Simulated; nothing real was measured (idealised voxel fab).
The process module presented herein is designated voxel air gaps.
For reference, the cross-section in this document is cut, with width 175 nm and square cells of 5 nm.
A cross-section is a grid of square cells, given in bands from the top down. A band is one or more rows of cells. The entry gives the band's vertical extent as a top height and a bottom height in nm, then its horizontal make-up as materials from left to right, each with a width in nm. "air" stands for empty space; a single material marked "everywhere" fills the band edge to edge. Counting heights begins at 0, where everything beneath is, in the wafer as received, one material. The lowest band has no bottom; it goes on downwards, as "from 0 down" shows. Top row gets the first number, bottom row gets the second, and each row in between changes by the same step: that is how a band width like "30->40" works. Where the words "changes: none" appear for a step, the cross-section shows no cell changed by that step; every cell remained as before. "Fully enclosed voids" lists enclosed empty spaces (at least 8 cells, no open path upward to the top), each as width x height at distance from the left edge, in nm. Anything after a step's settings on that line? It's the simulator's own note about the step. Among the settings permitted on a step's line is "overlay nm"; applied to a step with a mask, it specifies the extent to which the mask lay to the right of its planned position, whereas a negative figure signifies a position to the left.
[plan]
1) RECEIVE with material Si
2) CONFORMAL_DEP with material SiO2, thk nm 10
3) CONFORMAL_DEP with material SiCN, thk nm 5
4) DIRECTIONAL_DEP with material lowk, thk nm 40
5) DIRECTIONAL_DEP with material aC, thk nm 15
6) PATTERN with tone open, mask id LINES, material resist, width nm 15, pitch nm 40, thk nm 30, overlay nm 0
7) DIRECTIONAL_ETCH with etch materials aC, depth nm 15
8) STRIP with etch materials resist
9) DIRECTIONAL_ETCH with etch materials lowk, depth nm 40
10) STRIP with etch materials aC
11) CONFORMAL_DEP with material TiN, thk nm 5
12) FILL_DEP with material W, thk nm 5
13) CMP with height nm 55
14) EPI with material Ru, thk nm 10
15) SELECTIVE_ETCH with etch materials lowk, depth nm 50
16) CONFORMAL_DEP with material SiCN, thk nm 5
[Below: the first of two wafers, run as planned]
[The cross-section here shows the wafer as received, i.e. in its state after step 1]
> from 0 down = Si everywhere
> Fully enclosed voids: none
[Step 2 done - wafer cross-section]
> from 10 to 0 = SiO2 everywhere
> Rest of section, below 0: as before.
[Step 3 done - wafer cross-section]
> from 15 to 10 = SiCN everywhere
> Rest of section, below 10: as before.
[Step 4 done - wafer cross-section]
> from 55 to 15 = lowk everywhere
> Rest of section, below 15: as before.
[Step 5 done - wafer cross-section]
> from 70 to 55 = aC everywhere
> Rest of section, below 55: as before.
[Step 6 done - wafer cross-section]
> from 100 to 70 = resist: 20, then air: 15, then resist: 25, then air: 15, then resist: 25, then air: 15, then resist: 25, then air: 15, then resist: 20
> Rest of section, below 70: as before.
[Step 7 done - wafer cross-section]
> from 85 to 70 = resist: 20, then air: 15, then resist: 25, then air: 15, then resist: 25, then air: 15, then resist: 25, then air: 15, then resist: 20
> from 70 to 55 = aC: 20, then air: 15, then aC: 25, then air: 15, then aC: 25, then air: 15, then aC: 25, then air: 15, then aC: 20
> Rest of section, below 55: as before.
[Step 8 done - wafer cross-section]
> from 70 to 55 = aC: 20, then air: 15, then aC: 25, then air: 15, then aC: 25, then air: 15, then aC: 25, then air: 15, then aC: 20
> Rest of section, below 55: as before.
[Step 9 done - wafer cross-section]
> from 70 to 55 = aC: 20, then air: 15, then aC: 25, then air: 15, then aC: 25, then air: 15, then aC: 25, then air: 15, then aC: 20
> from 55 to 15 = lowk: 20, then air: 15, then lowk: 25, then air: 15, then lowk: 25, then air: 15, then lowk: 25, then air: 15, then lowk: 20
> Rest of section, below 15: as before.
[Step 10 done - wafer cross-section]
> from 55 to 15 = lowk: 20, then air: 15, then lowk: 25, then air: 15, then lowk: 25, then air: 15, then lowk: 25, then air: 15, then lowk: 20
> Rest of section, below 15: as before.
[Step 11 done - wafer cross-section]
> from 60 to 55 = TiN: 25, then air: 5, then TiN: 35, then air: 5, then TiN: 35, then air: 5, then TiN: 35, then air: 5, then TiN: 25
> from 55 to 20 = lowk: 20, then TiN: 5, then air: 5, then TiN: 5, then lowk: 25, then TiN: 5, then air: 5, then TiN: 5, then lowk: 25, then TiN: 5, then air: 5, then TiN: 5, then lowk: 25, then TiN: 5, then air: 5, then TiN: 5, then lowk: 20
> from 20 to 15 = lowk: 20, then TiN: 15, then lowk: 25, then TiN: 15, then lowk: 25, then TiN: 15, then lowk: 25, then TiN: 15, then lowk: 20
> Rest of section, below 15: as before.
[Step 12 done - wafer cross-section]
> from 65 to 60 = W everywhere
> from 60 to 55 = TiN: 25, then W: 5, then TiN: 35, then W: 5, then TiN: 35, then W: 5, then TiN: 35, then W: 5, then TiN: 25
> from 55 to 20 = lowk: 20, then TiN: 5, then W: 5, then TiN: 5, then lowk: 25, then TiN: 5, then W: 5, then TiN: 5, then lowk: 25, then TiN: 5, then W: 5, then TiN: 5, then lowk: 25, then TiN: 5, then W: 5, then TiN: 5, then lowk: 20
> Rest of section, below 20: as before.
[Step 13 done - wafer cross-section]
> from 55 to 20 = lowk: 20, then TiN: 5, then W: 5, then TiN: 5, then lowk: 25, then TiN: 5, then W: 5, then TiN: 5, then lowk: 25, then TiN: 5, then W: 5, then TiN: 5, then lowk: 25, then TiN: 5, then W: 5, then TiN: 5, then lowk: 20
> Rest of section, below 20: as before.
[Step 14 done - wafer cross-section]
> from 65 to 55 = air: 10, then Ru: 35, then air: 5, then Ru: 35, then air: 5, then Ru: 35, then air: 5, then Ru: 35, then air: 10
> Rest of section, below 55: as before.
[Step 15 done - wafer cross-section]
> from 65 to 55 = air: 10, then Ru: 35, then air: 5, then Ru: 35, then air: 5, then Ru: 35, then air: 5, then Ru: 35, then air: 10
> from 55 to 20 = air: 20, then TiN: 5, then W: 5, then TiN: 5, then air: 25, then TiN: 5, then W: 5, then TiN: 5, then air: 25, then TiN: 5, then W: 5, then TiN: 5, then air: 25, then TiN: 5, then W: 5, then TiN: 5, then air: 20
> from 20 to 15 = air: 20, then TiN: 15, then air: 25, then TiN: 15, then air: 25, then TiN: 15, then air: 25, then TiN: 15, then air: 20
> Rest of section, below 15: as before.
[Step 16 done - wafer cross-section]
> from 70 to 65 = air: 5, then SiCN: 165, then air: 5
> from 65 to 55 = air: 5, then SiCN: 5, then Ru: 35, then SiCN: 5, then Ru: 35, then SiCN: 5, then Ru: 35, then SiCN: 5, then Ru: 35, then SiCN: 5, then air: 5
> from 55 to 50 = air: 5, then SiCN: 15, then TiN: 5, then W: 5, then TiN: 5, then SiCN: 25, then TiN: 5, then W: 5, then TiN: 5, then SiCN: 25, then TiN: 5, then W: 5, then TiN: 5, then SiCN: 25, then TiN: 5, then W: 5, then TiN: 5, then SiCN: 15, then air: 5
> from 50 to 20 = air: 15, then SiCN: 5, then TiN: 5, then W: 5, then TiN: 5, then SiCN: 5, then air: 15, then SiCN: 5, then TiN: 5, then W: 5, then TiN: 5, then SiCN: 5, then air: 15, then SiCN: 5, then TiN: 5, then W: 5, then TiN: 5, then SiCN: 5, then air: 15, then SiCN: 5, then TiN: 5, then W: 5, then TiN: 5, then SiCN: 5, then air: 15
> from 20 to 15 = SiCN: 20, then TiN: 15, then SiCN: 25, then TiN: 15, then SiCN: 25, then TiN: 15, then SiCN: 25, then TiN: 15, then SiCN: 20
> Rest of section, below 15: as before.
> Fully enclosed voids: 15 x 30 at 40; 15 x 30 at 80; 15 x 30 at 120
[The second wafer: identical to the first at the outset and in its planned sequence, differing only in that one mistake was made during processing; up to and including step 13, its path is the first wafer's path]
[Here is the second wafer in cross-section at the point where step 14 of the plan should have been done]
> from 75 to 55 = Ru everywhere
> Rest of section, below 55: as before.
Here is the second wafer in cross-section at the point where step 15 of the plan should have been done: changes: none
[Here is the second wafer in cross-section at the point where step 16 of the plan should have been done]
> from 80 to 75 = SiCN everywhere
> Rest of section, below 75: as before.
Which mistake was made when the wafer was run? step 14 from the plan got run twice
Cell-count delta at end, second wafer over first, by material: 84 more of Ru, 100 fewer of SiCN, 184 more of lowk
Note - end result: 3 closed voids (first wafer), 0 closed voids (second wafer).
